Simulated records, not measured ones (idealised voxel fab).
A process module follows: voxel air gaps.
FYI the section here is cut, 280 nm wide, cells are 5 nm squares.
Bands, listed from the top down, are how a cross-section gets written in this document; the cross-section itself is a grid of square cells, and a band is one or more rows of them.
Each band's line starts with the height of the band's top and of its bottom, in nm. Then come its materials from left to right, each with its width in nm. One material with "throughout" fills the band from edge to edge. "blank" is empty space.
It should be noted that heights are counted from 0, beneath which the wafer as supplied is of one material throughout, and that the lowest band possesses no lower boundary but continues downward, as written in "z 0 and below".
The expression "30 to 40" gives the width at the extremes of the band, the first number at its top row of cells and the second at its bottom row, with the width changing by equal amounts from each row to the next in between.
You'll sometimes find "identical to before" written for a step, and that's the way of saying that nowhere in the cross-section did a cell change during that step.
If an empty space has no open way to the top and is at least 8 cells in size, "Closed empty spaces" lists it, written width x height at distance, where distance is measured from the left edge and every value is in nm.
What comes after the settings on a step's line is commentary from the simulator itself on that step.
For masked steps, "overlay nm" on the step line gives how far right of plan the mask actually lay; a minus sign means it lay to the left.
Intended process steps
1) op RECEIVE | material Si
2) op CONFORMAL_DEP | material SiO2 | thk nm 10
3) op CONFORMAL_DEP | material SiCN | thk nm 5
4) op DIRECTIONAL_DEP | material lowk | thk nm 30
5) op PATTERN | tone open | mask id LINES | material resist | width nm 15 | pitch nm 45 | thk nm 15 | overlay nm 0
6) op DIRECTIONAL_ETCH | etch materials lowk | depth nm 30
7) op STRIP | etch materials resist
8) op CONFORMAL_DEP | material TiN | thk nm 5
9) op FILL_DEP | material Cu | thk nm 5
10) op CMP | height nm 45
11) op EPI | material Ru | thk nm 10
12) op SELECTIVE_ETCH | etch materials lowk | depth nm 40
13) op CONFORMAL_DEP | material SiCN | thk nm 5
Among the wafers covered here, the point of difference is the width nm at step 5; their starting state is shared, and the plan presents the value of the first wafer.
Cross-section: the first of several wafers in its as-received state, i.e. following step 1
  z 0 and below = Si throughout
  Closed empty spaces: none
Once step 13, the last step, is complete, the module is at its end; this is the cross-section of the first of several wafers
  z 60 to 55 = 50 blank, 180 SiCN, 50 blank
  z 55 to 45 = 50 blank, 5 SiCN, 35 Ru, 10 SiCN, 35 Ru, 10 SiCN, 35 Ru, 10 SiCN, 35 Ru, 5 SiCN, 50 blank
  z 45 to 40 = 50 blank, 15 SiCN, 5 TiN, 5 Cu, 5 TiN, 30 SiCN, 5 TiN, 5 Cu, 5 TiN, 30 SiCN, 5 TiN, 5 Cu, 5 TiN, 30 SiCN, 5 TiN, 5 Cu, 5 TiN, 15 SiCN, 50 blank
  z 40 to 20 = 60 blank, 5 SiCN, 5 TiN, 5 Cu, 5 TiN, 5 SiCN, 20 blank, 5 SiCN, 5 TiN, 5 Cu, 5 TiN, 5 SiCN, 20 blank, 5 SiCN, 5 TiN, 5 Cu, 5 TiN, 5 SiCN, 20 blank, 5 SiCN, 5 TiN, 5 Cu, 5 TiN, 5 SiCN, 60 blank
  z 20 to 15 = 65 SiCN, 15 TiN, 30 SiCN, 15 TiN, 30 SiCN, 15 TiN, 30 SiCN, 15 TiN, 65 SiCN
  z 15 to 10 = SiCN throughout
  z 10 to 0 = SiO2 throughout
  z 0 and below = Si throughout
  Closed empty spaces: 20 x 20 at 85; 20 x 20 at 130; 20 x 20 at 175
Of the several wafers, the last: cross-section at the end of the module
  z 60 to 55 = 40 blank, 195 SiCN, 45 blank
  z 55 to 45 = 40 blank, 5 SiCN, 185 Ru, 5 SiCN, 45 blank
  z 45 to 40 = 40 blank, 15 SiCN, 5 TiN, 20 Cu, 5 TiN, 15 lowk, 5 TiN, 20 Cu, 5 TiN, 15 lowk, 5 TiN, 20 Cu, 5 TiN, 15 lowk, 5 TiN, 20 Cu, 5 TiN, 15 SiCN, 45 blank
  z 40 to 20 = 50 blank, 5 SiCN, 5 TiN, 20 Cu, 5 TiN, 15 lowk, 5 TiN, 20 Cu, 5 TiN, 15 lowk, 5 TiN, 20 Cu, 5 TiN, 15 lowk, 5 TiN, 20 Cu, 5 TiN, 5 SiCN, 55 blank
  z 20 to 15 = 55 SiCN, 30 TiN, 15 lowk, 30 TiN, 15 lowk, 30 TiN, 15 lowk, 30 TiN, 60 SiCN
  z 15 to 10 = SiCN throughout
  z 10 to 0 = SiO2 throughout
  z 0 and below = Si throughout
  Closed empty spaces: none
Gained (+) or lost (-) cells of each material since receipt, then closed voids: one row per wafer, at the end of the module
width nm 15, +20 Cu, +56 Ru, +208 SiCN, +112 SiO2, +52 TiN, Closed empty spaces: 20 x 20 at 85; 20 x 20 at 130; 20 x 20 at 175
width nm 20, +40 Cu, +64 Ru, +196 SiCN, +112 SiO2, +56 TiN, Closed empty spaces: 15 x 20 at 85; 15 x 20 at 130; 15 x 20 at 175
width nm 25, +60 Cu, +72 Ru, +136 SiCN, +112 SiO2, +60 TiN, +72 lowk, Closed empty spaces: none
width nm 30, +80 Cu, +74 Ru, +136 SiCN, +112 SiO2, +64 TiN, +54 lowk, Closed empty spaces: none
